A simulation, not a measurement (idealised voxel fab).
Documented hereafter: the process module known as voxel gate over fins.
This is section cut - it's 230 nm across, gridded in 5 nm square cells.
This document writes a cross-section as a grid whose cells are square, and gives it as bands, listed from the top down; one or more rows of cells form a band.
Heights first: top, then bottom, in nm. Then materials, left to right, each with a width in nm. "throughout" on a single material: fills the band edge to edge. "air": empty space.
For the purposes of this specification, 0 denotes the height below which the wafer in its as-received condition is composed wholly of one material, and the lowermost band, lacking a lower limit, extends downward without end, as expressed in "0 -> down".
It should be noted that a width expressed as "30..40" varies in equal increments from row to row of cells within the band, taking the value of the first number at the top row and that of the second number at the bottom row.
The designation "no alterations made", where it is given for a processing step, indicates that no cell of the cross-section was altered in the course of that step.
"Internal closed voids" enumerates empty spaces isolated from the top, with no open way to it, that contain at least 8 cells, giving each as width x height at distance from the left edge, all three in nm.
Step line, after settings: the simulator's comment on this step.
overlay nm: right-of-plan distance of the mask on a masked step; negative values mean left-of-plan.
-- The steps planned for the process are as follows
1,RECEIVE, material Si
2,CONFORMAL_DEP, material SiN, thk nm 10
3,PATTERN, tone cover, mask id FINS, material resist, width nm 15, pitch nm 40, thk nm 15, overlay nm 0
4,DIRECTIONAL_ETCH, etch materials SiN, depth nm 10
5,DIRECTIONAL_ETCH, etch materials Si, depth nm 35
6,STRIP, etch materials resist
7,FILL_DEP, material SiO2, thk nm 5
8,CMP, height nm 10
9,SELECTIVE_ETCH, etch materials SiO2, depth nm 20
10,STRIP, etch materials SiN
11,CONFORMAL_DEP, material HfO2, thk nm 5
12,CONFORMAL_DEP, material TiN, thk nm 5
13,CONFORMAL_DEP, material TiAl, thk nm 5
14,CONFORMAL_DEP, material TiN, thk nm 5
15,FILL_DEP, material W, thk nm 15
16,CMP, height nm 30
17,CONFORMAL_DEP, material SiCN, thk nm 5
-- Delivered wafer in cross-section: state after step 1
- 0 -> down = Si throughout
- Internal closed voids: none
-- Same starting wafer, same plan as above, one mistake in the execution; this is the cross-section at the end of the module
- 35 -> 30 = SiCN throughout
- 30 -> 20 = W throughout
- 20 -> 15 = TiN throughout
- 15 -> 10 = TiAl throughout
- 10 -> 5 = TiN throughout
- 5 -> 0 = 70 HfO2, then 5 TiN, then 35 HfO2, then 5 TiN, then 35 HfO2, then 5 TiN, then 75 HfO2
- 0 -> -5 = 65 Si, then 5 HfO2, then 5 TiN, then 5 HfO2, then 25 Si, then 5 HfO2, then 5 TiN, then 5 HfO2, then 25 Si, then 5 HfO2, then 5 TiN, then 5 HfO2, then 70 Si
- -5 -> -10 = 65 Si, then 15 HfO2, then 25 Si, then 15 HfO2, then 25 Si, then 15 HfO2, then 70 Si
- -10 -> -35 = 65 Si, then 15 SiO2, then 25 Si, then 15 SiO2, then 25 Si, then 15 SiO2, then 70 Si
- -35 -> down = Si throughout
- Internal closed voids: none
Plan not followed: step 3 deviated from plan and actually ran as PATTERN, tone open, mask id FINS, material resist, width nm 15, pitch nm 40, thk nm 15, overlay nm 0
